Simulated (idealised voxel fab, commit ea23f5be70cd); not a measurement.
Process module in this document: voxel double patterning
Cross-sectional view cut (width: 150 nm; square cell size: 5 nm).
Cross-section, as written here: a square-cell grid given band by band from the top down, where a band holds one or more rows of cells.
For a band, the entry starts with two heights in nm, that of the top and then that of the bottom, and carries on with the band's materials in order from left to right, each alongside its width in nm; the word "full width" beside a single material means it fills the band edge to edge, and "blank" means empty space.
Heights from 0 (as-received wafer is one material below). Bottom band endless downward, as "0 nm and below".
Top row gets the first number, bottom row gets the second, and each row in between changes by the same step: that is how a band width like "30->40" works.
It should be understood that the words "identical to before", when stated for a given step, signify that the cross-section underwent no change in any of its cells during that step.
Closed-off voids of 8+ cells (no open route to the top) go in "Enclosed void catalog", written width x height at distance from the left edge, in nm.
Whatever follows a step's settings on its line is a remark the simulator itself makes about that step.
The optional step-line setting "overlay nm" applies to steps with a mask and quantifies how far to the right of its planned location the mask lay, a negative value indicating leftward placement.
**So here's the lineup of process steps we planned**
1,RECEIVE [material Si]
2,CONFORMAL_DEP [material SiN] [thk nm 5]
3,DIRECTIONAL_DEP [material SiO2] [thk nm 20]
4,DIRECTIONAL_DEP [material SiCN] [thk nm 5]
5,DIRECTIONAL_DEP [material aC] [thk nm 10]
6,PATTERN [tone open] [mask id FIRST] [material resist] [width nm 15] [pitch nm 50] [thk nm 25] [overlay nm 0]
7,DIRECTIONAL_ETCH [etch materials aC] [depth nm 10]
8,STRIP [etch materials resist]
9,DIRECTIONAL_ETCH [etch materials SiCN] [depth nm 5]
10,STRIP [etch materials aC]
11,PATTERN [tone open] [mask id SECOND] [material resist] [width nm 15] [pitch nm 50] [thk nm 15] [overlay nm 0]
12,DIRECTIONAL_ETCH [etch materials SiCN] [depth nm 5]
13,STRIP [etch materials resist]
14,DIRECTIONAL_ETCH [etch materials SiO2] [depth nm 20]
15,STRIP [etch materials SiCN]
**First wafer, two in total, run as planned**
**So this is the incoming wafer in cross-section - it's already been through step 1**
> 0 nm and below | Si full width
> Enclosed void catalog: none
**How the wafer stands in section after step 2**
> 5 nm to 0 nm | SiN full width
> Under 0: no change, same as before.
**How the wafer stands in section after step 3**
> 25 nm to 5 nm | SiO2 full width
> Under 5: no change, same as before.
**How the wafer stands in section after step 4**
> 30 nm to 25 nm | SiCN full width
> Under 25: no change, same as before.
**How the wafer stands in section after step 5**
> 40 nm to 30 nm | aC full width
> Under 30: no change, same as before.
**How the wafer stands in section after step 6**
> 65 nm to 40 nm | 15 nm resist, 15 nm blank, 35 nm resist, 15 nm blank, 35 nm resist, 15 nm blank, 20 nm resist
> Under 40: no change, same as before.
**How the wafer stands in section after step 7**
> 55 nm to 40 nm | 15 nm resist, 15 nm blank, 35 nm resist, 15 nm blank, 35 nm resist, 15 nm blank, 20 nm resist
> 40 nm to 30 nm | 15 nm aC, 15 nm blank, 35 nm aC, 15 nm blank, 35 nm aC, 15 nm blank, 20 nm aC
> Under 30: no change, same as before.
**How the wafer stands in section after step 8**
> 40 nm to 30 nm | 15 nm aC, 15 nm blank, 35 nm aC, 15 nm blank, 35 nm aC, 15 nm blank, 20 nm aC
> Under 30: no change, same as before.
**How the wafer stands in section after step 9**
> 40 nm to 30 nm | 15 nm aC, 15 nm blank, 35 nm aC, 15 nm blank, 35 nm aC, 15 nm blank, 20 nm aC
> 30 nm to 25 nm | 15 nm SiCN, 15 nm blank, 35 nm SiCN, 15 nm blank, 35 nm SiCN, 15 nm blank, 20 nm SiCN
> Under 25: no change, same as before.
**How the wafer stands in section after step 10**
> 30 nm to 25 nm | 15 nm SiCN, 15 nm blank, 35 nm SiCN, 15 nm blank, 35 nm SiCN, 15 nm blank, 20 nm SiCN
> Under 25: no change, same as before.
**How the wafer stands in section after step 11**
> 45 nm to 30 nm | 40 nm resist, 15 nm blank, 35 nm resist, 15 nm blank, 45 nm resist
> 30 nm to 25 nm | 15 nm SiCN, 15 nm resist, 35 nm SiCN, 15 nm resist, 35 nm SiCN, 15 nm resist, 20 nm SiCN
> Under 25: no change, same as before.
**How the wafer stands in section after step 12**
> 45 nm to 30 nm | 40 nm resist, 15 nm blank, 35 nm resist, 15 nm blank, 45 nm resist
> 30 nm to 25 nm | 15 nm SiCN, 15 nm resist, 10 nm SiCN, 15 nm blank, 10 nm SiCN, 15 nm resist, 10 nm SiCN, 15 nm blank, 10 nm SiCN, 15 nm resist, 20 nm SiCN
> Under 25: no change, same as before.
**How the wafer stands in section after step 13**
> 30 nm to 25 nm | 15 nm SiCN, 15 nm blank, 10 nm SiCN, 15 nm blank, 10 nm SiCN, 15 nm blank, 10 nm SiCN, 15 nm blank, 10 nm SiCN, 15 nm blank, 20 nm SiCN
> Under 25: no change, same as before.
**How the wafer stands in section after step 14**
> 30 nm to 25 nm | 15 nm SiCN, 15 nm blank, 10 nm SiCN, 15 nm blank, 10 nm SiCN, 15 nm blank, 10 nm SiCN, 15 nm blank, 10 nm SiCN, 15 nm blank, 20 nm SiCN
> 25 nm to 5 nm | 15 nm SiO2, 15 nm blank, 10 nm SiO2, 15 nm blank, 10 nm SiO2, 15 nm blank, 10 nm SiO2, 15 nm blank, 10 nm SiO2, 15 nm blank, 20 nm SiO2
> Under 5: no change, same as before.
**How the wafer stands in section after step 15**
> 25 nm to 5 nm | 15 nm SiO2, 15 nm blank, 10 nm SiO2, 15 nm blank, 10 nm SiO2, 15 nm blank, 10 nm SiO2, 15 nm blank, 10 nm SiO2, 15 nm blank, 20 nm SiO2
> Under 5: no change, same as before.
**Wafer two of the pair: same origin, same plan, one error during the run; identical to wafer one up to and including step 10**
**Planned end of step 11: second wafer, cross-section**
> 45 nm to 30 nm | 40 nm blank, 15 nm resist, 35 nm blank, 15 nm resist, 45 nm blank
> Under 30: no change, same as before.
**Planned end of step 12: second wafer, cross-section**
> 45 nm to 30 nm | 40 nm blank, 15 nm resist, 35 nm blank, 15 nm resist, 45 nm blank
> 30 nm to 25 nm | 40 nm blank, 15 nm SiCN, 35 nm blank, 15 nm SiCN, 45 nm blank
> Under 25: no change, same as before.
**Planned end of step 13: second wafer, cross-section**
> 30 nm to 25 nm | 40 nm blank, 15 nm SiCN, 35 nm blank, 15 nm SiCN, 45 nm blank
> Under 25: no change, same as before.
**Planned end of step 14: second wafer, cross-section**
> 30 nm to 25 nm | 40 nm blank, 15 nm SiCN, 35 nm blank, 15 nm SiCN, 45 nm blank
> 25 nm to 5 nm | 40 nm blank, 15 nm SiO2, 35 nm blank, 15 nm SiO2, 45 nm blank
> Under 5: no change, same as before.
**Planned end of step 15: second wafer, cross-section**
> 25 nm to 5 nm | 40 nm blank, 15 nm SiO2, 35 nm blank, 15 nm SiO2, 45 nm blank
> Under 5: no change, same as before.
What broke from the plan during processing? step 11 ran with different settings than intended, the actual operation and settings being PATTERN [tone cover] [mask id SECOND] [material resist] [width nm 15] [pitch nm 50] [thk nm 15] [overlay nm 0]
Looking at both finished wafers in cells, the second ends up ahead of or behind the first on some materials: SiO2 -36
